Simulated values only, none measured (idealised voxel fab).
The process module that follows is named voxel wiring stack.
Section shown: cut. Width: 170 nm. Cell size: 5 nm, square.
We lay out every cross-section as a grid of square cells and spell it out in bands from the top down, where one band means one or more rows of cells.
Band: top height; bottom height; in nm. Then, left to right: material with width in nm, for each material. "everywhere": a single material spanning edge to edge. "air": empty space.
Height is counted from the level 0, under which the received wafer is composed throughout of one material. The lowest of the bands is not closed at the bottom but continues downward, in the notation "z 0 and below".
Top row gets the first number, bottom row gets the second, and each row in between changes by the same step: that is how a band width like "30..40" works.
"nothing was modified" -> step changed no cross-section cell.
You'll see "Closed cavity list" listing empty spaces that have no way open to the top, as long as they're 8 cells or more; the notation is width x height at distance, where the distance is from the left edge, and all of it is in nm.
If you see something after the settings on a step's line, that's the simulator's own remark about that step.
overlay nm: for a step with a mask, the amount by which the mask lay right of where it was planned; a negative amount means left of it.

Process steps foreseen in the plan:
1,RECEIVE,material Si
2,CONFORMAL_DEP,material SiO2,thk nm 15
3,DIRECTIONAL_DEP,material TiN,thk nm 5
4,DIRECTIONAL_DEP,material W,thk nm 20
5,PATTERN,tone cover,mask id METAL_1,material resist,width nm 20,pitch nm 45,thk nm 20,overlay nm 0
6,DIRECTIONAL_ETCH,etch materials W,depth nm 20
7,DIRECTIONAL_ETCH,etch materials TiN,depth nm 5
8,STRIP,etch materials resist
9,CONFORMAL_DEP,material SiCN,thk nm 5
10,FILL_DEP,material lowk,thk nm 10
11,CMP,height nm 40
12,CONFORMAL_DEP,material SiCN,thk nm 5
13,DIRECTIONAL_DEP,material lowk,thk nm 10
14,DIRECTIONAL_DEP,material aC,thk nm 10
15,PATTERN,tone open,mask id PLUG_1,material resist,width nm 15,pitch nm 45,thk nm 30,overlay nm 0
16,DIRECTIONAL_ETCH,etch materials aC,depth nm 10
17,STRIP,etch materials resist
18,DIRECTIONAL_ETCH,etch materials lowk,depth nm 10
19,DIRECTIONAL_ETCH,etch materials SiCN,depth nm 5
20,STRIP,etch materials aC
21,EPI,material Ru,thk nm 10
22,EPI,material Ru,thk nm 5
23,CONFORMAL_DEP,material SiCN,thk nm 5
24,DIRECTIONAL_DEP,material SiO2,thk nm 25
25,DIRECTIONAL_DEP,material aC,thk nm 15
26,PATTERN,tone open,mask id METAL_2,material resist,width nm 20,pitch nm 45,thk nm 30,overlay nm 0
27,DIRECTIONAL_ETCH,etch materials aC,depth nm 15
28,STRIP,etch materials resist
29,DIRECTIONAL_ETCH,etch materials SiO2,depth nm 25
30,DIRECTIONAL_ETCH,etch materials SiCN,depth nm 5
31,STRIP,etch materials aC
32,CONFORMAL_DEP,material TiN,thk nm 5
33,FILL_DEP,material Cu,thk nm 10
34,CMP,height nm 85
35,CONFORMAL_DEP,material SiCN,thk nm 5
36,DIRECTIONAL_DEP,material SiO2,thk nm 30
37,MASKED_ETCH,tone open,mask id METAL_3_HOLES,width nm 15,pitch nm 45,etch materials SiO2,depth nm 30,overlay nm 0
38,MASKED_ETCH,tone open,mask id METAL_3,width nm 20,pitch nm 45,etch materials SiO2,depth nm 20,overlay nm 0
39,MASKED_ETCH,tone open,mask id METAL_3,width nm 20,pitch nm 45,etch materials SiCN,depth nm 5,overlay nm 0
40,CONFORMAL_DEP,material TiN,thk nm 5
41,FILL_DEP,material Ru,thk nm 5
42,CMP,height nm 120
43,CONFORMAL_DEP,material SiCN,thk nm 5
44,DIRECTIONAL_DEP,material SiO2,thk nm 30
45,MASKED_ETCH,tone open,mask id METAL_4_HOLES,width nm 15,pitch nm 90,etch materials SiO2,depth nm 30,overlay nm 0
46,MASKED_ETCH,tone open,mask id METAL_4,width nm 20,pitch nm 45,etch materials SiO2,depth nm 20,overlay nm 0
47,MASKED_ETCH,tone open,mask id METAL_4,width nm 20,pitch nm 45,etch materials SiCN,depth nm 5,overlay nm 0
48,CONFORMAL_DEP,material TiN,thk nm 5
49,FILL_DEP,material Ru,thk nm 5
50,CMP,height nm 155
51,CONFORMAL_DEP,material SiN,thk nm 5

On the first of the two wafers: run conducted according to plan:

Delivered wafer in cross-section: state after step 1:
* z 0 and below  Si everywhere
* Closed cavity list: none

How the wafer stands in section after step 2:
* z 15 to 0  SiO2 everywhere
* Anything lower than 0 is untouched.

How the wafer stands in section after step 3:
* z 20 to 15  TiN everywhere
* Anything lower than 15 is untouched.

How the wafer stands in section after step 4:
* z 40 to 20  W everywhere
* Anything lower than 20 is untouched.

How the wafer stands in section after step 5:
* z 60 to 40  air 30 / resist 20 / air 25 / resist 20 / air 25 / resist 20 / air 30
* Anything lower than 40 is untouched.

How the wafer stands in section after step 6:
* z 60 to 40  air 30 / resist 20 / air 25 / resist 20 / air 25 / resist 20 / air 30
* z 40 to 20  air 30 / W 20 / air 25 / W 20 / air 25 / W 20 / air 30
* Anything lower than 20 is untouched.

How the wafer stands in section after step 7:
* z 60 to 40  air 30 / resist 20 / air 25 / resist 20 / air 25 / resist 20 / air 30
* z 40 to 20  air 30 / W 20 / air 25 / W 20 / air 25 / W 20 / air 30
* z 20 to 15  air 30 / TiN 20 / air 25 / TiN 20 / air 25 / TiN 20 / air 30
* Anything lower than 15 is untouched.

How the wafer stands in section after step 8:
* z 40 to 20  air 30 / W 20 / air 25 / W 20 / air 25 / W 20 / air 30
* Anything lower than 20 is untouched.

How the wafer stands in section after step 9:
* z 45 to 40  air 25 / SiCN 30 / air 15 / SiCN 30 / air 15 / SiCN 30 / air 25
* z 40 to 20  air 25 / SiCN 5 / W 20 / SiCN 5 / air 15 / SiCN 5 / W 20 / SiCN 5 / air 15 / SiCN 5 / W 20 / SiCN 5 / air 25
* z 20 to 15  SiCN 30 / TiN 20 / SiCN 25 / TiN 20 / SiCN 25 / TiN 20 / SiCN 30
* Anything lower than 15 is untouched.

How the wafer stands in section after step 10:
* z 55 to 45  lowk everywhere
* z 45 to 40  lowk 25 / SiCN 30 / lowk 15 / SiCN 30 / lowk 15 / SiCN 30 / lowk 25
* z 40 to 20  lowk 25 / SiCN 5 / W 20 / SiCN 5 / lowk 15 / SiCN 5 / W 20 / SiCN 5 / lowk 15 / SiCN 5 / W 20 / SiCN 5 / lowk 25
* Anything lower than 20 is untouched.

How the wafer stands in section after step 11:
* z 40 to 20  lowk 25 / SiCN 5 / W 20 / SiCN 5 / lowk 15 / SiCN 5 / W 20 / SiCN 5 / lowk 15 / SiCN 5 / W 20 / SiCN 5 / lowk 25
* Anything lower than 20 is untouched.

How the wafer stands in section after step 12:
* z 45 to 40  SiCN everywhere
* Anything lower than 40 is untouched.

How the wafer stands in section after step 13:
* z 55 to 45  lowk everywhere
* Anything lower than 45 is untouched.

How the wafer stands in section after step 14:
* z 65 to 55  aC everywhere
* Anything lower than 55 is untouched.

How the wafer stands in section after step 15:
* z 95 to 65  resist 30 / air 15 / resist 30 / air 15 / resist 30 / air 15 / resist 35
* Anything lower than 65 is untouched.

How the wafer stands in section after step 16:
* z 85 to 65  resist 30 / air 15 / resist 30 / air 15 / resist 30 / air 15 / resist 35
* z 65 to 55  aC 30 / air 15 / aC 30 / air 15 / aC 30 / air 15 / aC 35
* Anything lower than 55 is untouched.

How the wafer stands in section after step 17:
* z 65 to 55  aC 30 / air 15 / aC 30 / air 15 / aC 30 / air 15 / aC 35
* Anything lower than 55 is untouched.

How the wafer stands in section after step 18:
* z 65 to 55  aC 30 / air 15 / aC 30 / air 15 / aC 30 / air 15 / aC 35
* z 55 to 45  lowk 30 / air 15 / lowk 30 / air 15 / lowk 30 / air 15 / lowk 35
* Anything lower than 45 is untouched.

How the wafer stands in section after step 19:
* z 65 to 55  aC 30 / air 15 / aC 30 / air 15 / aC 30 / air 15 / aC 35
* z 55 to 45  lowk 30 / air 15 / lowk 30 / air 15 / lowk 30 / air 15 / lowk 35
* z 45 to 40  SiCN 30 / air 15 / SiCN 30 / air 15 / SiCN 30 / air 15 / SiCN 35
* Anything lower than 40 is untouched.

How the wafer stands in section after step 20:
* z 55 to 45  lowk 30 / air 15 / lowk 30 / air 15 / lowk 30 / air 15 / lowk 35
* Anything lower than 45 is untouched.

How the wafer stands in section after step 21:
* z 55 to 50  lowk 30 / air 15 / lowk 30 / air 15 / lowk 30 / air 15 / lowk 35
* z 50 to 45  lowk 30 / Ru 15 / lowk 30 / Ru 15 / lowk 30 / Ru 15 / lowk 35
* z 45 to 40  SiCN 30 / Ru 15 / SiCN 30 / Ru 15 / SiCN 30 / Ru 15 / SiCN 35
* Anything lower than 40 is untouched.

How the wafer stands in section after step 22:
* z 55 to 45  lowk 30 / Ru 15 / lowk 30 / Ru 15 / lowk 30 / Ru 15 / lowk 35
* Anything lower than 45 is untouched.

How the wafer stands in section after step 23:
* z 60 to 55  SiCN everywhere
* Anything lower than 55 is untouched.

How the wafer stands in section after step 24:
* z 85 to 60  SiO2 everywhere
* Anything lower than 60 is untouched.

How the wafer stands in section after step 25:
* z 100 to 85  aC everywhere
* Anything lower than 85 is untouched.

How the wafer stands in section after step 26:
* z 130 to 100  resist 30 / air 20 / resist 25 / air 20 / resist 25 / air 20 / resist 30
* Anything lower than 100 is untouched.

How the wafer stands in section after step 27:
* z 115 to 100  resist 30 / air 20 / resist 25 / air 20 / resist 25 / air 20 / resist 30
* z 100 to 85  aC 30 / air 20 / aC 25 / air 20 / aC 25 / air 20 / aC 30
* Anything lower than 85 is untouched.

How the wafer stands in section after step 28:
* z 100 to 85  aC 30 / air 20 / aC 25 / air 20 / aC 25 / air 20 / aC 30
* Anything lower than 85 is untouched.

How the wafer stands in section after step 29:
* z 100 to 85  aC 30 / air 20 / aC 25 / air 20 / aC 25 / air 20 / aC 30
* z 85 to 60  SiO2 30 / air 20 / SiO2 25 / air 20 / SiO2 25 / air 20 / SiO2 30
* Anything lower than 60 is untouched.

How the wafer stands in section after step 30:
* z 100 to 85  aC 30 / air 20 / aC 25 / air 20 / aC 25 / air 20 / aC 30
* z 85 to 60  SiO2 30 / air 20 / SiO2 25 / air 20 / SiO2 25 / air 20 / SiO2 30
* z 60 to 55  SiCN 30 / air 20 / SiCN 25 / air 20 / SiCN 25 / air 20 / SiCN 30
* Anything lower than 55 is untouched.

How the wafer stands in section after step 31:
* z 85 to 60  SiO2 30 / air 20 / SiO2 25 / air 20 / SiO2 25 / air 20 / SiO2 30
* Anything lower than 60 is untouched.

How the wafer stands in section after step 32:
* z 90 to 85  TiN 35 / air 10 / TiN 35 / air 10 / TiN 35 / air 10 / TiN 35
* z 85 to 60  SiO2 30 / TiN 5 / air 10 / TiN 5 / SiO2 25 / TiN 5 / air 10 / TiN 5 / SiO2 25 / TiN 5 / air 10 / TiN 5 / SiO2 30
* z 60 to 55  SiCN 30 / TiN 20 / SiCN 25 / TiN 20 / SiCN 25 / TiN 20 / SiCN 30
* Anything lower than 55 is untouched.

How the wafer stands in section after step 33:
* z 100 to 90  Cu everywhere
* z 90 to 85  TiN 35 / Cu 10 / TiN 35 / Cu 10 / TiN 35 / Cu 10 / TiN 35
* z 85 to 60  SiO2 30 / TiN 5 / Cu 10 / TiN 5 / SiO2 25 / TiN 5 / Cu 10 / TiN 5 / SiO2 25 / TiN 5 / Cu 10 / TiN 5 / SiO2 30
* Anything lower than 60 is untouched.

How the wafer stands in section after step 34:
* z 85 to 60  SiO2 30 / TiN 5 / Cu 10 / TiN 5 / SiO2 25 / TiN 5 / Cu 10 / TiN 5 / SiO2 25 / TiN 5 / Cu 10 / TiN 5 / SiO2 30
* Anything lower than 60 is untouched.

How the wafer stands in section after step 35:
* z 90 to 85  SiCN everywhere
* Anything lower than 85 is untouched.

How the wafer stands in section after step 36:
* z 120 to 90  SiO2 everywhere
* Anything lower than 90 is untouched.

How the wafer stands in section after step 37:
* z 120 to 90  SiO2 30 / air 15 / SiO2 30 / air 15 / SiO2 30 / air 15 / SiO2 35
* Anything lower than 90 is untouched.

How the wafer stands in section after step 38:
* z 120 to 100  SiO2 30 / air 20 / SiO2 25 / air 20 / SiO2 25 / air 20 / SiO2 30
* Anything lower than 100 is untouched.

How the wafer stands in section after step 39:
* z 120 to 100  SiO2 30 / air 20 / SiO2 25 / air 20 / SiO2 25 / air 20 / SiO2 30
* z 100 to 90  SiO2 30 / air 15 / SiO2 30 / air 15 / SiO2 30 / air 15 / SiO2 35
* z 90 to 85  SiCN 30 / air 15 / SiCN 30 / air 15 / SiCN 30 / air 15 / SiCN 35
* Anything lower than 85 is untouched.

How the wafer stands in section after step 40:
* z 125 to 120  TiN 35 / air 10 / TiN 35 / air 10 / TiN 35 / air 10 / TiN 35
* z 120 to 105  SiO2 30 / TiN 5 / air 10 / TiN 5 / SiO2 25 / TiN 5 / air 10 / TiN 5 / SiO2 25 / TiN 5 / air 10 / TiN 5 / SiO2 30
* z 105 to 100  SiO2 30 / TiN 5 / air 5 / TiN 10 / SiO2 25 / TiN 5 / air 5 / TiN 10 / SiO2 25 / TiN 5 / air 5 / TiN 10 / SiO2 30
* z 100 to 90  SiO2 30 / TiN 5 / air 5 / TiN 5 / SiO2 30 / TiN 5 / air 5 / TiN 5 / SiO2 30 / TiN 5 / air 5 / TiN 5 / SiO2 35
* z 90 to 85  SiCN 30 / TiN 15 / SiCN 30 / TiN 15 / SiCN 30 / TiN 15 / SiCN 35
* Anything lower than 85 is untouched.

How the wafer stands in section after step 41:
* z 130 to 125  Ru everywhere
* z 125 to 120  TiN 35 / Ru 10 / TiN 35 / Ru 10 / TiN 35 / Ru 10 / TiN 35
* z 120 to 105  SiO2 30 / TiN 5 / Ru 10 / TiN 5 / SiO2 25 / TiN 5 / Ru 10 / TiN 5 / SiO2 25 / TiN 5 / Ru 10 / TiN 5 / SiO2 30
* z 105 to 100  SiO2 30 / TiN 5 / Ru 5 / TiN 10 / SiO2 25 / TiN 5 / Ru 5 / TiN 10 / SiO2 25 / TiN 5 / Ru 5 / TiN 10 / SiO2 30
* z 100 to 90  SiO2 30 / TiN 5 / Ru 5 / TiN 5 / SiO2 30 / TiN 5 / Ru 5 / TiN 5 / SiO2 30 / TiN 5 / Ru 5 / TiN 5 / SiO2 35
* Anything lower than 90 is untouched.

How the wafer stands in section after step 42:
* z 120 to 105  SiO2 30 / TiN 5 / Ru 10 / TiN 5 / SiO2 25 / TiN 5 / Ru 10 / TiN 5 / SiO2 25 / TiN 5 / Ru 10 / TiN 5 / SiO2 30
* Anything lower than 105 is untouched.

How the wafer stands in section after step 43:
* z 125 to 120  SiCN everywhere
* Anything lower than 120 is untouched.

How the wafer stands in section after step 44:
* z 155 to 125  SiO2 everywhere
* Anything lower than 125 is untouched.

How the wafer stands in section after step 45:
* z 155 to 125  SiO2 30 / air 15 / SiO2 75 / air 15 / SiO2 35
* Anything lower than 125 is untouched.

How the wafer stands in section after step 46:
* z 155 to 135  SiO2 30 / air 20 / SiO2 25 / air 20 / SiO2 25 / air 20 / SiO2 30
* Anything lower than 135 is untouched.

How the wafer stands in section after step 47:
* z 155 to 135  SiO2 30 / air 20 / SiO2 25 / air 20 / SiO2 25 / air 20 / SiO2 30
* z 135 to 125  SiO2 30 / air 15 / SiO2 75 / air 15 / SiO2 35
* z 125 to 120  SiCN 30 / air 15 / SiCN 75 / air 15 / SiCN 35
* Anything lower than 120 is untouched.

How the wafer stands in section after step 48:
* z 160 to 155  TiN 35 / air 10 / TiN 35 / air 10 / TiN 35 / air 10 / TiN 35
* z 155 to 140  SiO2 30 / TiN 5 / air 10 / TiN 5 / SiO2 25 / TiN 5 / air 10 / TiN 5 / SiO2 25 / TiN 5 / air 10 / TiN 5 / SiO2 30
* z 140 to 135  SiO2 30 / TiN 5 / air 5 / TiN 10 / SiO2 25 / TiN 20 / SiO2 25 / TiN 5 / air 5 / TiN 10 / SiO2 30
* z 135 to 125  SiO2 30 / TiN 5 / air 5 / TiN 5 / SiO2 75 / TiN 5 / air 5 / TiN 5 / SiO2 35
* z 125 to 120  SiCN 30 / TiN 15 / SiCN 75 / TiN 15 / SiCN 35
* Anything lower than 120 is untouched.

How the wafer stands in section after step 49:
* z 165 to 160  Ru everywhere
* z 160 to 155  TiN 35 / Ru 10 / TiN 35 / Ru 10 / TiN 35 / Ru 10 / TiN 35
* z 155 to 140  SiO2 30 / TiN 5 / Ru 10 / TiN 5 / SiO2 25 / TiN 5 / Ru 10 / TiN 5 / SiO2 25 / TiN 5 / Ru 10 / TiN 5 / SiO2 30
* z 140 to 135  SiO2 30 / TiN 5 / Ru 5 / TiN 10 / SiO2 25 / TiN 20 / SiO2 25 / TiN 5 / Ru 5 / TiN 10 / SiO2 30
* z 135 to 125  SiO2 30 / TiN 5 / Ru 5 / TiN 5 / SiO2 75 / TiN 5 / Ru 5 / TiN 5 / SiO2 35
* Anything lower than 125 is untouched.

How the wafer stands in section after step 50:
* z 155 to 140  SiO2 30 / TiN 5 / Ru 10 / TiN 5 / SiO2 25 / TiN 5 / Ru 10 / TiN 5 / SiO2 25 / TiN 5 / Ru 10 / TiN 5 / SiO2 30
* Anything lower than 140 is untouched.

How the wafer stands in section after step 51:
* z 160 to 155  SiN everywhere
* Anything lower than 155 is untouched.

The Second Wafer: Common Origin and Plan, One Mistake in Execution, Identical to the First Through Step 14:

Second wafer, cross-section, planned end of step 15:
* z 95 to 65  resist 40 / air 15 / resist 30 / air 15 / resist 30 / air 15 / resist 25
* Anything lower than 65 is untouched.

Second wafer, cross-section, planned end of step 16:
* z 85 to 65  resist 40 / air 15 / resist 30 / air 15 / resist 30 / air 15 / resist 25
* z 65 to 55  aC 40 / air 15 / aC 30 / air 15 / aC 30 / air 15 / aC 25
* Anything lower than 55 is untouched.

Second wafer, cross-section, planned end of step 17:
* z 65 to 55  aC 40 / air 15 / aC 30 / air 15 / aC 30 / air 15 / aC 25
* Anything lower than 55 is untouched.

Second wafer, cross-section, planned end of step 18:
* z 65 to 55  aC 40 / air 15 / aC 30 / air 15 / aC 30 / air 15 / aC 25
* z 55 to 45  lowk 40 / air 15 / lowk 30 / air 15 / lowk 30 / air 15 / lowk 25
* Anything lower than 45 is untouched.

Second wafer, cross-section, planned end of step 19:
* z 65 to 55  aC 40 / air 15 / aC 30 / air 15 / aC 30 / air 15 / aC 25
* z 55 to 45  lowk 40 / air 15 / lowk 30 / air 15 / lowk 30 / air 15 / lowk 25
* z 45 to 40  SiCN 40 / air 15 / SiCN 30 / air 15 / SiCN 30 / air 15 / SiCN 25
* Anything lower than 40 is untouched.

Second wafer, cross-section, planned end of step 20:
* z 55 to 45  lowk 40 / air 15 / lowk 30 / air 15 / lowk 30 / air 15 / lowk 25
* Anything lower than 45 is untouched.

Second wafer, cross-section, planned end of step 21:
* z 55 to 50  lowk 40 / air 15 / lowk 30 / air 15 / lowk 30 / air 15 / lowk 25
* z 50 to 45  lowk 40 / Ru 15 / lowk 30 / Ru 15 / lowk 30 / Ru 15 / lowk 25
* z 45 to 40  SiCN 40 / Ru 15 / SiCN 30 / Ru 15 / SiCN 30 / Ru 15 / SiCN 25
* Anything lower than 40 is untouched.

Second wafer, cross-section, planned end of step 22:
* z 55 to 45  lowk 40 / Ru 15 / lowk 30 / Ru 15 / lowk 30 / Ru 15 / lowk 25
* Anything lower than 45 is untouched.

Second wafer, cross-section, planned end of step 23:
* z 60 to 55  SiCN everywhere
* Anything lower than 55 is untouched.

Second wafer, cross-section, planned end of step 24:
* z 85 to 60  SiO2 everywhere
* Anything lower than 60 is untouched.

Second wafer, cross-section, planned end of step 25:
* z 100 to 85  aC everywhere
* Anything lower than 85 is untouched.

Second wafer, cross-section, planned end of step 26:
* z 130 to 100  resist 30 / air 20 / resist 25 / air 20 / resist 25 / air 20 / resist 30
* Anything lower than 100 is untouched.

Second wafer, cross-section, planned end of step 27:
* z 115 to 100  resist 30 / air 20 / resist 25 / air 20 / resist 25 / air 20 / resist 30
* z 100 to 85  aC 30 / air 20 / aC 25 / air 20 / aC 25 / air 20 / aC 30
* Anything lower than 85 is untouched.

Second wafer, cross-section, planned end of step 28:
* z 100 to 85  aC 30 / air 20 / aC 25 / air 20 / aC 25 / air 20 / aC 30
* Anything lower than 85 is untouched.

Second wafer, cross-section, planned end of step 29:
* z 100 to 85  aC 30 / air 20 / aC 25 / air 20 / aC 25 / air 20 / aC 30
* z 85 to 60  SiO2 30 / air 20 / SiO2 25 / air 20 / SiO2 25 / air 20 / SiO2 30
* Anything lower than 60 is untouched.

Second wafer, cross-section, planned end of step 30:
* z 100 to 85  aC 30 / air 20 / aC 25 / air 20 / aC 25 / air 20 / aC 30
* z 85 to 60  SiO2 30 / air 20 / SiO2 25 / air 20 / SiO2 25 / air 20 / SiO2 30
* z 60 to 55  SiCN 30 / air 20 / SiCN 25 / air 20 / SiCN 25 / air 20 / SiCN 30
* Anything lower than 55 is untouched.

Second wafer, cross-section, planned end of step 31:
* z 85 to 60  SiO2 30 / air 20 / SiO2 25 / air 20 / SiO2 25 / air 20 / SiO2 30
* Anything lower than 60 is untouched.

Second wafer, cross-section, planned end of step 32:
* z 90 to 85  TiN 35 / air 10 / TiN 35 / air 10 / TiN 35 / air 10 / TiN 35
* z 85 to 60  SiO2 30 / TiN 5 / air 10 / TiN 5 / SiO2 25 / TiN 5 / air 10 / TiN 5 / SiO2 25 / TiN 5 / air 10 / TiN 5 / SiO2 30
* z 60 to 55  SiCN 30 / TiN 20 / SiCN 25 / TiN 20 / SiCN 25 / TiN 20 / SiCN 30
* Anything lower than 55 is untouched.

Second wafer, cross-section, planned end of step 33:
* z 100 to 90  Cu everywhere
* z 90 to 85  TiN 35 / Cu 10 / TiN 35 / Cu 10 / TiN 35 / Cu 10 / TiN 35
* z 85 to 60  SiO2 30 / TiN 5 / Cu 10 / TiN 5 / SiO2 25 / TiN 5 / Cu 10 / TiN 5 / SiO2 25 / TiN 5 / Cu 10 / TiN 5 / SiO2 30
* Anything lower than 60 is untouched.

Second wafer, cross-section, planned end of step 34:
* z 85 to 60  SiO2 30 / TiN 5 / Cu 10 / TiN 5 / SiO2 25 / TiN 5 / Cu 10 / TiN 5 / SiO2 25 / TiN 5 / Cu 10 / TiN 5 / SiO2 30
* Anything lower than 60 is untouched.

Second wafer, cross-section, planned end of step 35:
* z 90 to 85  SiCN everywhere
* Anything lower than 85 is untouched.

Second wafer, cross-section, planned end of step 36:
* z 120 to 90  SiO2 everywhere
* Anything lower than 90 is untouched.

Second wafer, cross-section, planned end of step 37:
* z 120 to 90  SiO2 30 / air 15 / SiO2 30 / air 15 / SiO2 30 / air 15 / SiO2 35
* Anything lower than 90 is untouched.

Second wafer, cross-section, planned end of step 38:
* z 120 to 100  SiO2 30 / air 20 / SiO2 25 / air 20 / SiO2 25 / air 20 / SiO2 30
* Anything lower than 100 is untouched.

Second wafer, cross-section, planned end of step 39:
* z 120 to 100  SiO2 30 / air 20 / SiO2 25 / air 20 / SiO2 25 / air 20 / SiO2 30
* z 100 to 90  SiO2 30 / air 15 / SiO2 30 / air 15 / SiO2 30 / air 15 / SiO2 35
* z 90 to 85  SiCN 30 / air 15 / SiCN 30 / air 15 / SiCN 30 / air 15 / SiCN 35
* Anything lower than 85 is untouched.

Second wafer, cross-section, planned end of step 40:
* z 125 to 120  TiN 35 / air 10 / TiN 35 / air 10 / TiN 35 / air 10 / TiN 35
* z 120 to 105  SiO2 30 / TiN 5 / air 10 / TiN 5 / SiO2 25 / TiN 5 / air 10 / TiN 5 / SiO2 25 / TiN 5 / air 10 / TiN 5 / SiO2 30
* z 105 to 100  SiO2 30 / TiN 5 / air 5 / TiN 10 / SiO2 25 / TiN 5 / air 5 / TiN 10 / SiO2 25 / TiN 5 / air 5 / TiN 10 / SiO2 30
* z 100 to 90  SiO2 30 / TiN 5 / air 5 / TiN 5 / SiO2 30 / TiN 5 / air 5 / TiN 5 / SiO2 30 / TiN 5 / air 5 / TiN 5 / SiO2 35
* z 90 to 85  SiCN 30 / TiN 15 / SiCN 30 / TiN 15 / SiCN 30 / TiN 15 / SiCN 35
* Anything lower than 85 is untouched.

Second wafer, cross-section, planned end of step 41:
* z 130 to 125  Ru everywhere
* z 125 to 120  TiN 35 / Ru 10 / TiN 35 / Ru 10 / TiN 35 / Ru 10 / TiN 35
* z 120 to 105  SiO2 30 / TiN 5 / Ru 10 / TiN 5 / SiO2 25 / TiN 5 / Ru 10 / TiN 5 / SiO2 25 / TiN 5 / Ru 10 / TiN 5 / SiO2 30
* z 105 to 100  SiO2 30 / TiN 5 / Ru 5 / TiN 10 / SiO2 25 / TiN 5 / Ru 5 / TiN 10 / SiO2 25 / TiN 5 / Ru 5 / TiN 10 / SiO2 30
* z 100 to 90  SiO2 30 / TiN 5 / Ru 5 / TiN 5 / SiO2 30 / TiN 5 / Ru 5 / TiN 5 / SiO2 30 / TiN 5 / Ru 5 / TiN 5 / SiO2 35
* Anything lower than 90 is untouched.

Second wafer, cross-section, planned end of step 42:
* z 120 to 105  SiO2 30 / TiN 5 / Ru 10 / TiN 5 / SiO2 25 / TiN 5 / Ru 10 / TiN 5 / SiO2 25 / TiN 5 / Ru 10 / TiN 5 / SiO2 30
* Anything lower than 105 is untouched.

Second wafer, cross-section, planned end of step 43:
* z 125 to 120  SiCN everywhere
* Anything lower than 120 is untouched.

Second wafer, cross-section, planned end of step 44:
* z 155 to 125  SiO2 everywhere
* Anything lower than 125 is untouched.

Second wafer, cross-section, planned end of step 45:
* z 155 to 125  SiO2 30 / air 15 / SiO2 75 / air 15 / SiO2 35
* Anything lower than 125 is untouched.

Second wafer, cross-section, planned end of step 46:
* z 155 to 135  SiO2 30 / air 20 / SiO2 25 / air 20 / SiO2 25 / air 20 / SiO2 30
* Anything lower than 135 is untouched.

Second wafer, cross-section, planned end of step 47:
* z 155 to 135  SiO2 30 / air 20 / SiO2 25 / air 20 / SiO2 25 / air 20 / SiO2 30
* z 135 to 125  SiO2 30 / air 15 / SiO2 75 / air 15 / SiO2 35
* z 125 to 120  SiCN 30 / air 15 / SiCN 75 / air 15 / SiCN 35
* Anything lower than 120 is untouched.

Second wafer, cross-section, planned end of step 48:
* z 160 to 155  TiN 35 / air 10 / TiN 35 / air 10 / TiN 35 / air 10 / TiN 35
* z 155 to 140  SiO2 30 / TiN 5 / air 10 / TiN 5 / SiO2 25 / TiN 5 / air 10 / TiN 5 / SiO2 25 / TiN 5 / air 10 / TiN 5 / SiO2 30
* z 140 to 135  SiO2 30 / TiN 5 / air 5 / TiN 10 / SiO2 25 / TiN 20 / SiO2 25 / TiN 5 / air 5 / TiN 10 / SiO2 30
* z 135 to 125  SiO2 30 / TiN 5 / air 5 / TiN 5 / SiO2 75 / TiN 5 / air 5 / TiN 5 / SiO2 35
* z 125 to 120  SiCN 30 / TiN 15 / SiCN 75 / TiN 15 / SiCN 35
* Anything lower than 120 is untouched.

Second wafer, cross-section, planned end of step 49:
* z 165 to 160  Ru everywhere
* z 160 to 155  TiN 35 / Ru 10 / TiN 35 / Ru 10 / TiN 35 / Ru 10 / TiN 35
* z 155 to 140  SiO2 30 / TiN 5 / Ru 10 / TiN 5 / SiO2 25 / TiN 5 / Ru 10 / TiN 5 / SiO2 25 / TiN 5 / Ru 10 / TiN 5 / SiO2 30
* z 140 to 135  SiO2 30 / TiN 5 / Ru 5 / TiN 10 / SiO2 25 / TiN 20 / SiO2 25 / TiN 5 / Ru 5 / TiN 10 / SiO2 30
* z 135 to 125  SiO2 30 / TiN 5 / Ru 5 / TiN 5 / SiO2 75 / TiN 5 / Ru 5 / TiN 5 / SiO2 35
* Anything lower than 125 is untouched.

Second wafer, cross-section, planned end of step 50:
* z 155 to 140  SiO2 30 / TiN 5 / Ru 10 / TiN 5 / SiO2 25 / TiN 5 / Ru 10 / TiN 5 / SiO2 25 / TiN 5 / Ru 10 / TiN 5 / SiO2 30
* Anything lower than 140 is untouched.

Second wafer, cross-section, planned end of step 51:
* z 160 to 155  SiN everywhere
* Anything lower than 155 is untouched.
Run error: step 15 ran as: PATTERN,tone open,mask id PLUG_1,material resist,width nm 15,pitch nm 45,thk nm 30,overlay nm 10
If you tally the cells, the second wafer ends up with the same amount of every material as the first; it's all just sitting in different places.
